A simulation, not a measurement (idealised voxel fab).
You're looking at the process module voxel self aligned contacts.
The figure presents cross-section cut, which has a width of 180 nm and is divided into square cells with an edge length of 5 nm.
In what follows, cross-sections appear as grids of square cells, described through bands that run from the top down, where every band is one or more rows of cells. Each band's line starts with the height of the band's top and of its bottom, in nm. Then come its materials from left to right, each with its width in nm. One material with "edge to edge" fills the band from edge to edge. "blank" is empty space. All heights in this document are referenced to 0, defined as the level beneath which the wafer, as received, consists entirely of one material. The lowest band is not bounded below; it extends indefinitely downward and is written in the form "0 down". Width: "30->40" (first number = top row, second number = bottom row, same change from row to row of cells). Given "nothing was modified" for a step, no cell of the cross-section differs between before and after that step. "Fully sealed voids" means: voids of 8 cells or more that are shut off from the top with no open way through. Written width x height at distance, distance from the left edge, in nm. Note: text after step settings on the step line = simulator remark on that step. On any step carrying a mask, the "overlay nm" setting, if present on the step's line, tells how far right of its planned place the mask lay; negative values point to the left.
Process steps - plan:
1. RECEIVE [material Si]
2. OXIDIZE [depth nm 5]
3. DIRECTIONAL_DEP [material polySi] [thk nm 30]
4. DIRECTIONAL_DEP [material SiN] [thk nm 20]
5. MASKED_ETCH [tone cover] [mask id GATE] [width nm 25] [pitch nm 55] [etch materials SiN] [depth nm 20] [overlay nm 0]
6. MASKED_ETCH [tone cover] [mask id GATE] [width nm 25] [pitch nm 55] [etch materials polySi] [depth nm 30] [overlay nm 0]
7. CONFORMAL_DEP [material SiN] [thk nm 5]
8. DIRECTIONAL_ETCH [etch materials SiN] [depth nm 5]
9. FILL_DEP [material SiO2] [thk nm 20]
10. CMP [height nm 60]
11. MASKED_ETCH [tone open] [mask id CONTACT] [width nm 40] [pitch nm 55] [etch materials SiO2] [depth nm 65] [overlay nm 0]
12. CONFORMAL_DEP [material TiN] [thk nm 5]
13. FILL_DEP [material Ru] [thk nm 5]
14. CMP [height nm 60]
15. CONFORMAL_DEP [material SiCN] [thk nm 5]
Cross-sectional view of the wafer in its as-received condition, corresponding to the state after step 1:
> 0 down: Si edge to edge
> Fully sealed voids: none
The cross-section shown corresponds to the wafer at the conclusion of the module. The initial structure and the process plan are those presented above; however, one mistake occurred in executing the plan:
> 65 to 60: SiCN edge to edge
> 60 to 50: SiO2 (40), TiN (5->15), Ru (30->10), TiN (5->15), SiO2 (15), TiN (5->15), Ru (30->10), TiN (5->15), SiO2 (45)
> 50 to 30: SiO2 (15), SiN (35), TiN (5), Ru (10), TiN (5), SiN (35), TiN (5), Ru (10), TiN (5), SiN (35), SiO2 (20)
> 30 to 25: SiO2 (50), TiN (20), SiO2 (35), TiN (20), SiO2 (55)
> 25 to 0: polySi edge to edge
> 0 down: Si edge to edge
> Fully sealed voids: none
Processing error: the executed order of steps 2 and 3 is the reverse of that specified in the plan, each step having taken the other's position
